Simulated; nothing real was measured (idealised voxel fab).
Module name: voxel self aligned vias (process module)
The figure presents cross-section cut, which has a width of 225 nm and is divided into square cells with an edge length of 5 nm.
A cross-section in this document is a grid of square cells, and it is written down as bands, the top band listed before the ones below it; a band is made up of one or more rows of cells.
Band entry format. Leading values: height of top, height of bottom, nm. Remainder: materials in left-to-right order, each with its width in nm. Special words: "throughout" on a single material, which then fills the band edge to edge; "air", empty space.
Beneath 0, the wafer as received is one material, and that level is where height counting begins. The lowest band goes on downward without a bottom; it is written like "0 down".
Graded width ("30..40"): value in top row of band = first number; value in bottom row = second number; row-to-row change constant.
Reading "no change" for a step: not a cell of the cross-section changed in it.
Look at "Enclosed void list" for the closed voids: empty spaces with no open path to the top, sized 8 cells or up. Each is width x height at distance, distance from the left edge, all nm.
Whatever follows a step's settings on its line is a remark the simulator itself makes about that step.
Steps that use a mask can have "overlay nm" on their line. It says how far the mask sat to the right of where it was meant to be. Negative means to the left.
PLANNED PROCESS STEPS
1: RECEIVE: material Si
2: CONFORMAL_DEP: material SiO2, thk nm 15
3: CONFORMAL_DEP: material SiCN, thk nm 5
4: DIRECTIONAL_DEP: material SiO2, thk nm 25
5: MASKED_ETCH: tone open, mask id LINES, width nm 15, pitch nm 55, etch materials SiO2, depth nm 25, overlay nm 0
6: CONFORMAL_DEP: material TiN, thk nm 5
7: FILL_DEP: material W, thk nm 10
8: CMP: height nm 45
9: SELECTIVE_ETCH: etch materials W Ru TiN, depth nm 5
10: FILL_DEP: material SiN, thk nm 5
11: CMP: height nm 45
12: DIRECTIONAL_DEP: material SiO2, thk nm 15
13: MASKED_ETCH: tone open, mask id VIAS, width nm 35, pitch nm 55, etch materials SiO2, depth nm 15, overlay nm 0
14: MASKED_ETCH: tone open, mask id VIAS, width nm 35, pitch nm 55, etch materials SiN, depth nm 5, overlay nm 0
15: CONFORMAL_DEP: material TiN, thk nm 5
16: FILL_DEP: material W, thk nm 10
17: CMP: height nm 60
18: CONFORMAL_DEP: material SiN, thk nm 5
The wafers in this document start out alike and differ in the width nm applied at step 5; the plan shows the value used for the first wafer.
CROSS-SECTION OF THE FIRST OF SEVERAL WAFERS AS RECEIVED (AFTER STEP 1)
* 0 down  Si throughout
* Enclosed void list: none
THE FOLLOWING TABLE CONTAINS A ROW PER WAFER, IN WHICH ARE REPORTED, AT THE CONCLUSION OF THE MODULE, THE CELLS OF EACH MATERIAL GAINED (+) OR LOST (-) SINCE THE WAFER'S RECEIPT, WITH ITS CLOSED VOIDS GIVEN THEREAFTER
width nm 15; +45 SiCN; +45 SiN; +423 SiO2; +44 TiN; +28 W; Enclosed void list: none
width nm 20; +45 SiCN; +45 SiN; +413 SiO2; +46 TiN; +36 W; Enclosed void list: none
width nm 25; +45 SiCN; +45 SiN; +403 SiO2; +48 TiN; +44 W; Enclosed void list: none
width nm 30; +45 SiCN; +45 SiN; +393 SiO2; +50 TiN; +52 W; Enclosed void list: none
width nm 35; +45 SiCN; +45 SiN; +383 SiO2; +52 TiN; +60 W; Enclosed void list: none
width nm 40; +45 SiCN; +47 SiN; +373 SiO2; +54 TiN; +66 W; Enclosed void list: none
